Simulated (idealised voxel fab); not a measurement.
process module | voxel released beams
cross-section cut | 275 nm wide | cells 5 nm
A cross-section is a grid of square cells, given in bands from the top down. A band is one or more rows of cells.
Each band's line starts with the height of the band's top and of its bottom, in nm. Then come its materials from left to right, each with its width in nm. One material with "throughout" fills the band from edge to edge. "air" is empty space.
Height 0 is the level under which the wafer as received is all one material. The lowest band goes on downwards, as in "0 down".
A width such as "30 to 40" changes by the same amount from each row of cells to the next, from the band's top row to its bottom row.
"no change" after a step means that no cell of the cross-section changed.
closed voids: empty space of 8 cells or more with no open way to the top, each as width x height at its distance from the left edge, in nm
after a step's settings: what the simulator itself notes on the step
overlay nm, on a step with a mask: how far to the right of its planned place the mask lay; to the left if negative
plan
1 op RECEIVE | material Si
2 op CONFORMAL_DEP | material Al2O3 | thk nm 5
3 op DIRECTIONAL_DEP | material SiO2 | thk nm 20
4 op MASKED_ETCH | tone open | mask id ANCHOR | width nm 25 | etch materials SiO2 | depth nm 20 | overlay nm 0
5 op CONFORMAL_DEP | material SiN | thk nm 10
6 op DIRECTIONAL_DEP | material aC | thk nm 10
7 op PATTERN | tone cover | mask id BEAM | material resist | width nm 75 | thk nm 25 | overlay nm 0
8 op DIRECTIONAL_ETCH | etch materials aC | depth nm 10
9 op STRIP | etch materials resist
10 op DIRECTIONAL_ETCH | etch materials SiN | depth nm 10
11 op STRIP | etch materials aC
12 op STRIP | etch materials SiO2
first wafer, as planned
as received, after step 1
  0 down: Si throughout
  closed voids: none
after step 2
  5 to 0: Al2O3 throughout
  below 0: unchanged
after step 3
  25 to 5: SiO2 throughout
  below 5: unchanged
after step 4
  25 to 5: SiO2 100 | air 25 | SiO2 150
  below 5: unchanged
after step 5
  35 to 25: SiN 110 | air 5 | SiN 160
  25 to 15: SiO2 100 | SiN 10 | air 5 | SiN 10 | SiO2 150
  15 to 5: SiO2 100 | SiN 25 | SiO2 150
  below 5: unchanged
after step 6
  45 to 35: aC 110 | air 5 | aC 160
  35 to 25: SiN 110 | air 5 | SiN 160
  25 to 15: SiO2 100 | SiN 10 | aC 5 | SiN 10 | SiO2 150
  below 15: unchanged
after step 7
  70 to 45: air 95 | resist 75 | air 105
  45 to 35: aC 110 | resist 5 | aC 160
  35 to 25: SiN 110 | resist 5 | SiN 160
  below 25: unchanged
after step 8
  60 to 45: air 95 | resist 75 | air 105
  45 to 35: air 95 | aC 15 | resist 5 | aC 55 | air 105
  below 35: unchanged
after step 9
  45 to 35: air 95 | aC 15 | air 5 | aC 55 | air 105
  35 to 25: SiN 110 | air 5 | SiN 160
  below 25: unchanged
after step 10
  45 to 35: air 95 | aC 15 | air 5 | aC 55 | air 105
  35 to 25: air 95 | SiN 15 | air 5 | SiN 55 | air 105
  below 25: unchanged
after step 11
  35 to 25: air 95 | SiN 15 | air 5 | SiN 55 | air 105
  25 to 15: SiO2 100 | SiN 10 | air 5 | SiN 10 | SiO2 150
  below 15: unchanged
after step 12
  35 to 25: air 95 | SiN 15 | air 5 | SiN 55 | air 105
  25 to 15: air 100 | SiN 10 | air 5 | SiN 10 | air 150
  15 to 5: air 100 | SiN 25 | air 150
  below 5: unchanged
second wafer: like start, like plan, one mistake. Through step 1 it matches the first wafer
when step 2 should have ended
  20 to 0: SiO2 throughout
  below 0: unchanged
when step 3 should have ended
  25 to 20: Al2O3 throughout
  below 20: unchanged
when step 4 should have ended: no change
when step 5 should have ended
  35 to 25: SiN throughout
  below 25: unchanged
when step 6 should have ended
  45 to 35: aC throughout
  below 35: unchanged
when step 7 should have ended
  70 to 45: air 95 | resist 75 | air 105
  below 45: unchanged
when step 8 should have ended
  60 to 45: air 95 | resist 75 | air 105
  45 to 35: air 95 | aC 75 | air 105
  below 35: unchanged
when step 9 should have ended
  45 to 35: air 95 | aC 75 | air 105
  below 35: unchanged
when step 10 should have ended
  45 to 35: air 95 | aC 75 | air 105
  35 to 25: air 95 | SiN 75 | air 105
  below 25: unchanged
when step 11 should have ended
  35 to 25: air 95 | SiN 75 | air 105
  below 25: unchanged
when step 12 should have ended: no change
what went wrong: steps 2 and 3 were swapped
at the end the second wafer has, in cells: 16 fewer of SiN | 220 more of SiO2
